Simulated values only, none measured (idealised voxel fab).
The document below concerns the process module designated voxel capacitor over wiring.
Section shown: cut. Width: 275 nm. Cell size: 5 nm, square.
Square cells in a grid make up a cross-section in this document, and the grid is given as bands, listed from the top down, each one or more rows of cells. Top height, bottom height, nm. Materials left to right, width each, nm. Single material + "throughout" = fills band edge to edge. "blank" = empty. Basically, 0 is our baseline, since under it the wafer straight out of the box is all one material. The bottom band has no lower end and keeps on going down, so it looks like "0 nm and below". Quick explanation for "30->40": the width changes in equal steps down the rows of cells, from the first number in the band's top row to the second number in its bottom row. "changes: none" after a step means that no cell of the cross-section changed. For the entry "Closed empty spaces", the listed items are empty spaces with no open way to the top whose size is 8 cells or more; each item follows the pattern width x height at distance, where distance is from the left edge and all three are in nm. Whatever follows a step's settings on its line is a remark the simulator itself makes about that step. overlay nm: mask offset rightward from planned place, masked step; negative means leftward offset.
PLAN
1. op RECEIVE | material Si
2. op CONFORMAL_DEP | material SiO2 | thk nm 10
3. op DIRECTIONAL_DEP | material TiN | thk nm 5
4. op DIRECTIONAL_DEP | material Ru | thk nm 15
5. op DIRECTIONAL_DEP | material aC | thk nm 10
6. op PATTERN | tone cover | mask id METAL_1 | material resist | width nm 25 | pitch nm 85 | thk nm 30 | overlay nm 0
7. op DIRECTIONAL_ETCH | etch materials aC | depth nm 10
8. op STRIP | etch materials resist
9. op DIRECTIONAL_ETCH | etch materials Ru | depth nm 15
10. op DIRECTIONAL_ETCH | etch materials TiN | depth nm 5
11. op STRIP | etch materials aC
12. op CONFORMAL_DEP | material SiN | thk nm 5
13. op FILL_DEP | material lowk | thk nm 5
14. op CMP | height nm 30
15. op CONFORMAL_DEP | material SiCN | thk nm 5
16. op DIRECTIONAL_DEP | material lowk | thk nm 20
17. op PATTERN | tone open | mask id PLUG_1 | material resist | width nm 15 | thk nm 15 | overlay nm 0
18. op DIRECTIONAL_ETCH | etch materials lowk | depth nm 20
19. op DIRECTIONAL_ETCH | etch materials SiCN | depth nm 5
20. op STRIP | etch materials resist
21. op EPI | material Ru | thk nm 10
22. op EPI | material Ru | thk nm 10
23. op EPI | material Ru | thk nm 5
24. op DIRECTIONAL_DEP | material TiN | thk nm 5
25. op DIRECTIONAL_DEP | material Al2O3 | thk nm 5
26. op DIRECTIONAL_DEP | material TiN | thk nm 5
27. op PATTERN | tone cover | mask id UPPER_PLATE | material resist | width nm 65 | thk nm 20 | overlay nm 0
28. op DIRECTIONAL_ETCH | etch materials TiN | depth nm 5
29. op DIRECTIONAL_ETCH | etch materials Al2O3 | depth nm 5
30. op STRIP | etch materials resist
31. op PATTERN | tone cover | mask id LOWER_PLATE | material resist | width nm 75 | thk nm 20 | overlay nm 0
32. op DIRECTIONAL_ETCH | etch materials TiN | depth nm 5
33. op STRIP | etch materials resist
34. op FILL_DEP | material SiO2 | thk nm 20
35. op CMP | height nm 85
36. op PATTERN | tone open | mask id PLUG_2 | material resist | width nm 15 | thk nm 20 | overlay nm 0
37. op DIRECTIONAL_ETCH | etch materials SiO2 | depth nm 15
38. op STRIP | etch materials resist
39. op CONFORMAL_DEP | material TiN | thk nm 5
40. op FILL_DEP | material W | thk nm 5
41. op CMP | height nm 85
42. op CONFORMAL_DEP | material SiCN | thk nm 5
FIRST OF TWO WAFERS - AS PLANNED
THIS IS THE CROSS-SECTION OF THE WAFER AS WE RECEIVED IT, I.E. AFTER STEP 1
- 0 nm and below = Si throughout
- Closed empty spaces: none
STEP 2 COMPLETE: CROSS-SECTION THROUGH THE WAFER
- 10 nm to 0 nm = SiO2 throughout
- Under 0: no change, same as before.
STEP 3 COMPLETE: CROSS-SECTION THROUGH THE WAFER
- 15 nm to 10 nm = TiN throughout
- Under 10: no change, same as before.
STEP 4 COMPLETE: CROSS-SECTION THROUGH THE WAFER
- 30 nm to 15 nm = Ru throughout
- Under 15: no change, same as before.
STEP 5 COMPLETE: CROSS-SECTION THROUGH THE WAFER
- 40 nm to 30 nm = aC throughout
- Under 30: no change, same as before.
STEP 6 COMPLETE: CROSS-SECTION THROUGH THE WAFER
- 70 nm to 40 nm = blank 80 nm, then resist 25 nm, then blank 60 nm, then resist 25 nm, then blank 85 nm
- Under 40: no change, same as before.
STEP 7 COMPLETE: CROSS-SECTION THROUGH THE WAFER
- 60 nm to 40 nm = blank 80 nm, then resist 25 nm, then blank 60 nm, then resist 25 nm, then blank 85 nm
- 40 nm to 30 nm = blank 80 nm, then aC 25 nm, then blank 60 nm, then aC 25 nm, then blank 85 nm
- Under 30: no change, same as before.
STEP 8 COMPLETE: CROSS-SECTION THROUGH THE WAFER
- 40 nm to 30 nm = blank 80 nm, then aC 25 nm, then blank 60 nm, then aC 25 nm, then blank 85 nm
- Under 30: no change, same as before.
STEP 9 COMPLETE: CROSS-SECTION THROUGH THE WAFER
- 40 nm to 30 nm = blank 80 nm, then aC 25 nm, then blank 60 nm, then aC 25 nm, then blank 85 nm
- 30 nm to 15 nm = blank 80 nm, then Ru 25 nm, then blank 60 nm, then Ru 25 nm, then blank 85 nm
- Under 15: no change, same as before.
STEP 10 COMPLETE: CROSS-SECTION THROUGH THE WAFER
- 40 nm to 30 nm = blank 80 nm, then aC 25 nm, then blank 60 nm, then aC 25 nm, then blank 85 nm
- 30 nm to 15 nm = blank 80 nm, then Ru 25 nm, then blank 60 nm, then Ru 25 nm, then blank 85 nm
- 15 nm to 10 nm = blank 80 nm, then TiN 25 nm, then blank 60 nm, then TiN 25 nm, then blank 85 nm
- Under 10: no change, same as before.
STEP 11 COMPLETE: CROSS-SECTION THROUGH THE WAFER
- 30 nm to 15 nm = blank 80 nm, then Ru 25 nm, then blank 60 nm, then Ru 25 nm, then blank 85 nm
- Under 15: no change, same as before.
STEP 12 COMPLETE: CROSS-SECTION THROUGH THE WAFER
- 35 nm to 30 nm = blank 75 nm, then SiN 35 nm, then blank 50 nm, then SiN 35 nm, then blank 80 nm
- 30 nm to 15 nm = blank 75 nm, then SiN 5 nm, then Ru 25 nm, then SiN 5 nm, then blank 50 nm, then SiN 5 nm, then Ru 25 nm, then SiN 5 nm, then blank 80 nm
- 15 nm to 10 nm = SiN 80 nm, then TiN 25 nm, then SiN 60 nm, then TiN 25 nm, then SiN 85 nm
- Under 10: no change, same as before.
STEP 13 COMPLETE: CROSS-SECTION THROUGH THE WAFER
- 40 nm to 35 nm = lowk throughout
- 35 nm to 30 nm = lowk 75 nm, then SiN 35 nm, then lowk 50 nm, then SiN 35 nm, then lowk 80 nm
- 30 nm to 15 nm = lowk 75 nm, then SiN 5 nm, then Ru 25 nm, then SiN 5 nm, then lowk 50 nm, then SiN 5 nm, then Ru 25 nm, then SiN 5 nm, then lowk 80 nm
- Under 15: no change, same as before.
STEP 14 COMPLETE: CROSS-SECTION THROUGH THE WAFER
- 30 nm to 15 nm = lowk 75 nm, then SiN 5 nm, then Ru 25 nm, then SiN 5 nm, then lowk 50 nm, then SiN 5 nm, then Ru 25 nm, then SiN 5 nm, then lowk 80 nm
- Under 15: no change, same as before.
STEP 15 COMPLETE: CROSS-SECTION THROUGH THE WAFER
- 35 nm to 30 nm = SiCN throughout
- Under 30: no change, same as before.
STEP 16 COMPLETE: CROSS-SECTION THROUGH THE WAFER
- 55 nm to 35 nm = lowk throughout
- Under 35: no change, same as before.
STEP 17 COMPLETE: CROSS-SECTION THROUGH THE WAFER
- 70 nm to 55 nm = resist 90 nm, then blank 15 nm, then resist 170 nm
- Under 55: no change, same as before.
STEP 18 COMPLETE: CROSS-SECTION THROUGH THE WAFER
- 70 nm to 55 nm = resist 90 nm, then blank 15 nm, then resist 170 nm
- 55 nm to 35 nm = lowk 90 nm, then blank 15 nm, then lowk 170 nm
- Under 35: no change, same as before.
STEP 19 COMPLETE: CROSS-SECTION THROUGH THE WAFER
- 70 nm to 55 nm = resist 90 nm, then blank 15 nm, then resist 170 nm
- 55 nm to 35 nm = lowk 90 nm, then blank 15 nm, then lowk 170 nm
- 35 nm to 30 nm = SiCN 90 nm, then blank 15 nm, then SiCN 170 nm
- Under 30: no change, same as before.
STEP 20 COMPLETE: CROSS-SECTION THROUGH THE WAFER
- 55 nm to 35 nm = lowk 90 nm, then blank 15 nm, then lowk 170 nm
- Under 35: no change, same as before.
STEP 21 COMPLETE: CROSS-SECTION THROUGH THE WAFER
- 55 nm to 40 nm = lowk 90 nm, then blank 15 nm, then lowk 170 nm
- 40 nm to 35 nm = lowk 90 nm, then Ru 15 nm, then lowk 170 nm
- 35 nm to 30 nm = SiCN 90 nm, then Ru 15 nm, then SiCN 170 nm
- Under 30: no change, same as before.
STEP 22 COMPLETE: CROSS-SECTION THROUGH THE WAFER
- 55 nm to 50 nm = lowk 90 nm, then blank 15 nm, then lowk 170 nm
- 50 nm to 35 nm = lowk 90 nm, then Ru 15 nm, then lowk 170 nm
- Under 35: no change, same as before.
STEP 23 COMPLETE: CROSS-SECTION THROUGH THE WAFER
- 55 nm to 35 nm = lowk 90 nm, then Ru 15 nm, then lowk 170 nm
- Under 35: no change, same as before.
STEP 24 COMPLETE: CROSS-SECTION THROUGH THE WAFER
- 60 nm to 55 nm = TiN throughout
- Under 55: no change, same as before.
STEP 25 COMPLETE: CROSS-SECTION THROUGH THE WAFER
- 65 nm to 60 nm = Al2O3 throughout
- Under 60: no change, same as before.
STEP 26 COMPLETE: CROSS-SECTION THROUGH THE WAFER
- 70 nm to 65 nm = TiN throughout
- Under 65: no change, same as before.
STEP 27 COMPLETE: CROSS-SECTION THROUGH THE WAFER
- 90 nm to 70 nm = blank 90 nm, then resist 65 nm, then blank 120 nm
- Under 70: no change, same as before.
STEP 28 COMPLETE: CROSS-SECTION THROUGH THE WAFER
- 90 nm to 70 nm = blank 90 nm, then resist 65 nm, then blank 120 nm
- 70 nm to 65 nm = blank 90 nm, then TiN 65 nm, then blank 120 nm
- Under 65: no change, same as before.
STEP 29 COMPLETE: CROSS-SECTION THROUGH THE WAFER
- 90 nm to 70 nm = blank 90 nm, then resist 65 nm, then blank 120 nm
- 70 nm to 65 nm = blank 90 nm, then TiN 65 nm, then blank 120 nm
- 65 nm to 60 nm = blank 90 nm, then Al2O3 65 nm, then blank 120 nm
- Under 60: no change, same as before.
STEP 30 COMPLETE: CROSS-SECTION THROUGH THE WAFER
- 70 nm to 65 nm = blank 90 nm, then TiN 65 nm, then blank 120 nm
- Under 65: no change, same as before.
STEP 31 COMPLETE: CROSS-SECTION THROUGH THE WAFER
- 90 nm to 70 nm = blank 85 nm, then resist 75 nm, then blank 115 nm
- 70 nm to 65 nm = blank 85 nm, then resist 5 nm, then TiN 65 nm, then resist 5 nm, then blank 115 nm
- 65 nm to 60 nm = blank 85 nm, then resist 5 nm, then Al2O3 65 nm, then resist 5 nm, then blank 115 nm
- Under 60: no change, same as before.
STEP 32 COMPLETE: CROSS-SECTION THROUGH THE WAFER
- 90 nm to 70 nm = blank 85 nm, then resist 75 nm, then blank 115 nm
- 70 nm to 65 nm = blank 85 nm, then resist 5 nm, then TiN 65 nm, then resist 5 nm, then blank 115 nm
- 65 nm to 60 nm = blank 85 nm, then resist 5 nm, then Al2O3 65 nm, then resist 5 nm, then blank 115 nm
- 60 nm to 55 nm = blank 85 nm, then TiN 75 nm, then blank 115 nm
- Under 55: no change, same as before.
STEP 33 COMPLETE: CROSS-SECTION THROUGH THE WAFER
- 70 nm to 65 nm = blank 90 nm, then TiN 65 nm, then blank 120 nm
- 65 nm to 60 nm = blank 90 nm, then Al2O3 65 nm, then blank 120 nm
- Under 60: no change, same as before.
STEP 34 COMPLETE: CROSS-SECTION THROUGH THE WAFER
- 90 nm to 70 nm = SiO2 throughout
- 70 nm to 65 nm = SiO2 90 nm, then TiN 65 nm, then SiO2 120 nm
- 65 nm to 60 nm = SiO2 90 nm, then Al2O3 65 nm, then SiO2 120 nm
- 60 nm to 55 nm = SiO2 85 nm, then TiN 75 nm, then SiO2 115 nm
- Under 55: no change, same as before.
STEP 35 COMPLETE: CROSS-SECTION THROUGH THE WAFER
- 85 nm to 70 nm = SiO2 throughout
- Under 70: no change, same as before.
STEP 36 COMPLETE: CROSS-SECTION THROUGH THE WAFER
- 105 nm to 85 nm = resist 100 nm, then blank 15 nm, then resist 160 nm
- Under 85: no change, same as before.
STEP 37 COMPLETE: CROSS-SECTION THROUGH THE WAFER
- 105 nm to 85 nm = resist 100 nm, then blank 15 nm, then resist 160 nm
- 85 nm to 70 nm = SiO2 100 nm, then blank 15 nm, then SiO2 160 nm
- Under 70: no change, same as before.
STEP 38 COMPLETE: CROSS-SECTION THROUGH THE WAFER
- 85 nm to 70 nm = SiO2 100 nm, then blank 15 nm, then SiO2 160 nm
- Under 70: no change, same as before.
STEP 39 COMPLETE: CROSS-SECTION THROUGH THE WAFER
- 90 nm to 85 nm = TiN 105 nm, then blank 5 nm, then TiN 165 nm
- 85 nm to 75 nm = SiO2 100 nm, then TiN 5 nm, then blank 5 nm, then TiN 5 nm, then SiO2 160 nm
- 75 nm to 65 nm = SiO2 100->90 nm, then TiN 15->65 nm, then SiO2 160->120 nm
- Under 65: no change, same as before.
STEP 40 COMPLETE: CROSS-SECTION THROUGH THE WAFER
- 95 nm to 90 nm = W throughout
- 90 nm to 85 nm = TiN 105 nm, then W 5 nm, then TiN 165 nm
- 85 nm to 75 nm = SiO2 100 nm, then TiN 5 nm, then W 5 nm, then TiN 5 nm, then SiO2 160 nm
- Under 75: no change, same as before.
STEP 41 COMPLETE: CROSS-SECTION THROUGH THE WAFER
- 85 nm to 75 nm = SiO2 100 nm, then TiN 5 nm, then W 5 nm, then TiN 5 nm, then SiO2 160 nm
- Under 75: no change, same as before.
STEP 42 COMPLETE: CROSS-SECTION THROUGH THE WAFER
- 90 nm to 85 nm = SiCN throughout
- Under 85: no change, same as before.
SECOND WAFER. START AND PLAN AS FOR THE FIRST. ONE MISTAKE MADE IN RUNNING. AGREES WITH THE FIRST UP TO AND INCLUDING STEP 5
SECOND WAFER, CUT VIEW, END OF STEP 6 PER PLAN
- 70 nm to 40 nm = resist 80 nm, then blank 25 nm, then resist 60 nm, then blank 25 nm, then resist 85 nm
- Under 40: no change, same as before.
SECOND WAFER, CUT VIEW, END OF STEP 7 PER PLAN
- 60 nm to 40 nm = resist 80 nm, then blank 25 nm, then resist 60 nm, then blank 25 nm, then resist 85 nm
- 40 nm to 30 nm = aC 80 nm, then blank 25 nm, then aC 60 nm, then blank 25 nm, then aC 85 nm
- Under 30: no change, same as before.
SECOND WAFER, CUT VIEW, END OF STEP 8 PER PLAN
- 40 nm to 30 nm = aC 80 nm, then blank 25 nm, then aC 60 nm, then blank 25 nm, then aC 85 nm
- Under 30: no change, same as before.
SECOND WAFER, CUT VIEW, END OF STEP 9 PER PLAN
- 40 nm to 30 nm = aC 80 nm, then blank 25 nm, then aC 60 nm, then blank 25 nm, then aC 85 nm
- 30 nm to 15 nm = Ru 80 nm, then blank 25 nm, then Ru 60 nm, then blank 25 nm, then Ru 85 nm
- Under 15: no change, same as before.
SECOND WAFER, CUT VIEW, END OF STEP 10 PER PLAN
- 40 nm to 30 nm = aC 80 nm, then blank 25 nm, then aC 60 nm, then blank 25 nm, then aC 85 nm
- 30 nm to 15 nm = Ru 80 nm, then blank 25 nm, then Ru 60 nm, then blank 25 nm, then Ru 85 nm
- 15 nm to 10 nm = TiN 80 nm, then blank 25 nm, then TiN 60 nm, then blank 25 nm, then TiN 85 nm
- Under 10: no change, same as before.
SECOND WAFER, CUT VIEW, END OF STEP 11 PER PLAN
- 30 nm to 15 nm = Ru 80 nm, then blank 25 nm, then Ru 60 nm, then blank 25 nm, then Ru 85 nm
- Under 15: no change, same as before.
SECOND WAFER, CUT VIEW, END OF STEP 12 PER PLAN
- 35 nm to 30 nm = SiN 85 nm, then blank 15 nm, then SiN 70 nm, then blank 15 nm, then SiN 90 nm
- 30 nm to 15 nm = Ru 80 nm, then SiN 5 nm, then blank 15 nm, then SiN 5 nm, then Ru 60 nm, then SiN 5 nm, then blank 15 nm, then SiN 5 nm, then Ru 85 nm
- 15 nm to 10 nm = TiN 80 nm, then SiN 25 nm, then TiN 60 nm, then SiN 25 nm, then TiN 85 nm
- Under 10: no change, same as before.
SECOND WAFER, CUT VIEW, END OF STEP 13 PER PLAN
- 40 nm to 35 nm = lowk throughout
- 35 nm to 30 nm = SiN 85 nm, then lowk 15 nm, then SiN 70 nm, then lowk 15 nm, then SiN 90 nm
- 30 nm to 15 nm = Ru 80 nm, then SiN 5 nm, then lowk 15 nm, then SiN 5 nm, then Ru 60 nm, then SiN 5 nm, then lowk 15 nm, then SiN 5 nm, then Ru 85 nm
- Under 15: no change, same as before.
SECOND WAFER, CUT VIEW, END OF STEP 14 PER PLAN
- 30 nm to 15 nm = Ru 80 nm, then SiN 5 nm, then lowk 15 nm, then SiN 5 nm, then Ru 60 nm, then SiN 5 nm, then lowk 15 nm, then SiN 5 nm, then Ru 85 nm
- Under 15: no change, same as before.
SECOND WAFER, CUT VIEW, END OF STEP 15 PER PLAN
- 35 nm to 30 nm = SiCN throughout
- Under 30: no change, same as before.
SECOND WAFER, CUT VIEW, END OF STEP 16 PER PLAN
- 55 nm to 35 nm = lowk throughout
- Under 35: no change, same as before.
SECOND WAFER, CUT VIEW, END OF STEP 17 PER PLAN
- 70 nm to 55 nm = resist 90 nm, then blank 15 nm, then resist 170 nm
- Under 55: no change, same as before.
SECOND WAFER, CUT VIEW, END OF STEP 18 PER PLAN
- 70 nm to 55 nm = resist 90 nm, then blank 15 nm, then resist 170 nm
- 55 nm to 35 nm = lowk 90 nm, then blank 15 nm, then lowk 170 nm
- Under 35: no change, same as before.
SECOND WAFER, CUT VIEW, END OF STEP 19 PER PLAN
- 70 nm to 55 nm = resist 90 nm, then blank 15 nm, then resist 170 nm
- 55 nm to 35 nm = lowk 90 nm, then blank 15 nm, then lowk 170 nm
- 35 nm to 30 nm = SiCN 90 nm, then blank 15 nm, then SiCN 170 nm
- Under 30: no change, same as before.
SECOND WAFER, CUT VIEW, END OF STEP 20 PER PLAN
- 55 nm to 35 nm = lowk 90 nm, then blank 15 nm, then lowk 170 nm
- Under 35: no change, same as before.
Second wafer, cut view, end of step 21 per plan: changes: none
Second wafer, cut view, end of step 22 per plan: changes: none
Second wafer, cut view, end of step 23 per plan: changes: none
SECOND WAFER, CUT VIEW, END OF STEP 24 PER PLAN
- 60 nm to 55 nm = TiN 90 nm, then blank 15 nm, then TiN 170 nm
- 55 nm to 35 nm = lowk 90 nm, then blank 15 nm, then lowk 170 nm
- 35 nm to 30 nm = SiCN 90 nm, then TiN 15 nm, then SiCN 170 nm
- Under 30: no change, same as before.
SECOND WAFER, CUT VIEW, END OF STEP 25 PER PLAN
- 65 nm to 60 nm = Al2O3 90 nm, then blank 15 nm, then Al2O3 170 nm
- 60 nm to 55 nm = TiN 90 nm, then blank 15 nm, then TiN 170 nm
- 55 nm to 40 nm = lowk 90 nm, then blank 15 nm, then lowk 170 nm
- 40 nm to 35 nm = lowk 90 nm, then Al2O3 15 nm, then lowk 170 nm
- Under 35: no change, same as before.
SECOND WAFER, CUT VIEW, END OF STEP 26 PER PLAN
- 70 nm to 65 nm = TiN 90 nm, then blank 15 nm, then TiN 170 nm
- 65 nm to 60 nm = Al2O3 90 nm, then blank 15 nm, then Al2O3 170 nm
- 60 nm to 55 nm = TiN 90 nm, then blank 15 nm, then TiN 170 nm
- 55 nm to 45 nm = lowk 90 nm, then blank 15 nm, then lowk 170 nm
- 45 nm to 40 nm = lowk 90 nm, then TiN 15 nm, then lowk 170 nm
- Under 40: no change, same as before.
SECOND WAFER, CUT VIEW, END OF STEP 27 PER PLAN
- 90 nm to 70 nm = blank 90 nm, then resist 65 nm, then blank 120 nm
- 70 nm to 65 nm = TiN 90 nm, then resist 15 nm, then TiN 170 nm
- 65 nm to 60 nm = Al2O3 90 nm, then resist 15 nm, then Al2O3 170 nm
- 60 nm to 55 nm = TiN 90 nm, then resist 15 nm, then TiN 170 nm
- 55 nm to 45 nm = lowk 90 nm, then resist 15 nm, then lowk 170 nm
- Under 45: no change, same as before.
SECOND WAFER, CUT VIEW, END OF STEP 28 PER PLAN
- 90 nm to 70 nm = blank 90 nm, then resist 65 nm, then blank 120 nm
- 70 nm to 65 nm = blank 90 nm, then resist 15 nm, then TiN 50 nm, then blank 120 nm
- Under 65: no change, same as before.
SECOND WAFER, CUT VIEW, END OF STEP 29 PER PLAN
- 90 nm to 70 nm = blank 90 nm, then resist 65 nm, then blank 120 nm
- 70 nm to 65 nm = blank 90 nm, then resist 15 nm, then TiN 50 nm, then blank 120 nm
- 65 nm to 60 nm = blank 90 nm, then resist 15 nm, then Al2O3 50 nm, then blank 120 nm
- Under 60: no change, same as before.
SECOND WAFER, CUT VIEW, END OF STEP 30 PER PLAN
- 70 nm to 65 nm = blank 105 nm, then TiN 50 nm, then blank 120 nm
- 65 nm to 60 nm = blank 105 nm, then Al2O3 50 nm, then blank 120 nm
- 60 nm to 55 nm = TiN 90 nm, then blank 15 nm, then TiN 170 nm
- 55 nm to 45 nm = lowk 90 nm, then blank 15 nm, then lowk 170 nm
- Under 45: no change, same as before.
SECOND WAFER, CUT VIEW, END OF STEP 31 PER PLAN
- 90 nm to 70 nm = blank 85 nm, then resist 75 nm, then blank 115 nm
- 70 nm to 65 nm = blank 85 nm, then resist 20 nm, then TiN 50 nm, then resist 5 nm, then blank 115 nm
- 65 nm to 60 nm = blank 85 nm, then resist 20 nm, then Al2O3 50 nm, then resist 5 nm, then blank 115 nm
- 60 nm to 55 nm = TiN 90 nm, then resist 15 nm, then TiN 170 nm
- 55 nm to 45 nm = lowk 90 nm, then resist 15 nm, then lowk 170 nm
- Under 45: no change, same as before.
SECOND WAFER, CUT VIEW, END OF STEP 32 PER PLAN
- 90 nm to 70 nm = blank 85 nm, then resist 75 nm, then blank 115 nm
- 70 nm to 65 nm = blank 85 nm, then resist 20 nm, then TiN 50 nm, then resist 5 nm, then blank 115 nm
- 65 nm to 60 nm = blank 85 nm, then resist 20 nm, then Al2O3 50 nm, then resist 5 nm, then blank 115 nm
- 60 nm to 55 nm = blank 85 nm, then TiN 5 nm, then resist 15 nm, then TiN 55 nm, then blank 115 nm
- Under 55: no change, same as before.
SECOND WAFER, CUT VIEW, END OF STEP 33 PER PLAN
- 70 nm to 65 nm = blank 105 nm, then TiN 50 nm, then blank 120 nm
- 65 nm to 60 nm = blank 105 nm, then Al2O3 50 nm, then blank 120 nm
- 60 nm to 55 nm = blank 85 nm, then TiN 5 nm, then blank 15 nm, then TiN 55 nm, then blank 115 nm
- 55 nm to 45 nm = lowk 90 nm, then blank 15 nm, then lowk 170 nm
- Under 45: no change, same as before.
SECOND WAFER, CUT VIEW, END OF STEP 34 PER PLAN
- 90 nm to 70 nm = SiO2 throughout
- 70 nm to 65 nm = SiO2 105 nm, then TiN 50 nm, then SiO2 120 nm
- 65 nm to 60 nm = SiO2 105 nm, then Al2O3 50 nm, then SiO2 120 nm
- 60 nm to 55 nm = SiO2 85 nm, then TiN 5 nm, then SiO2 15 nm, then TiN 55 nm, then SiO2 115 nm
- 55 nm to 45 nm = lowk 90 nm, then SiO2 15 nm, then lowk 170 nm
- Under 45: no change, same as before.
SECOND WAFER, CUT VIEW, END OF STEP 35 PER PLAN
- 85 nm to 70 nm = SiO2 throughout
- Under 70: no change, same as before.
SECOND WAFER, CUT VIEW, END OF STEP 36 PER PLAN
- 105 nm to 85 nm = resist 100 nm, then blank 15 nm, then resist 160 nm
- Under 85: no change, same as before.
SECOND WAFER, CUT VIEW, END OF STEP 37 PER PLAN
- 105 nm to 85 nm = resist 100 nm, then blank 15 nm, then resist 160 nm
- 85 nm to 70 nm = SiO2 100 nm, then blank 15 nm, then SiO2 160 nm
- Under 70: no change, same as before.
SECOND WAFER, CUT VIEW, END OF STEP 38 PER PLAN
- 85 nm to 70 nm = SiO2 100 nm, then blank 15 nm, then SiO2 160 nm
- Under 70: no change, same as before.
SECOND WAFER, CUT VIEW, END OF STEP 39 PER PLAN
- 90 nm to 85 nm = TiN 105 nm, then blank 5 nm, then TiN 165 nm
- 85 nm to 75 nm = SiO2 100 nm, then TiN 5 nm, then blank 5 nm, then TiN 5 nm, then SiO2 160 nm
- 75 nm to 65 nm = SiO2 100->105 nm, then TiN 15->50 nm, then SiO2 160->120 nm
- Under 65: no change, same as before.
SECOND WAFER, CUT VIEW, END OF STEP 40 PER PLAN
- 95 nm to 90 nm = W throughout
- 90 nm to 85 nm = TiN 105 nm, then W 5 nm, then TiN 165 nm
- 85 nm to 75 nm = SiO2 100 nm, then TiN 5 nm, then W 5 nm, then TiN 5 nm, then SiO2 160 nm
- Under 75: no change, same as before.
SECOND WAFER, CUT VIEW, END OF STEP 41 PER PLAN
- 85 nm to 75 nm = SiO2 100 nm, then TiN 5 nm, then W 5 nm, then TiN 5 nm, then SiO2 160 nm
- Under 75: no change, same as before.
SECOND WAFER, CUT VIEW, END OF STEP 42 PER PLAN
- 90 nm to 85 nm = SiCN throughout
- Under 85: no change, same as before.
The mistake made against the process plan was this: step 6 did not happen as planned, as run it was op PATTERN | tone open | mask id METAL_1 | material resist | width nm 25 | pitch nm 85 | thk nm 30 | overlay nm 0
In the final state, the cell counts of the second wafer exceed or fall short of those of the first for the following materials: Ru: 90 more; SiN: 35 fewer; SiO2: 15 more; TiN: 35 more; lowk: 105 fewer
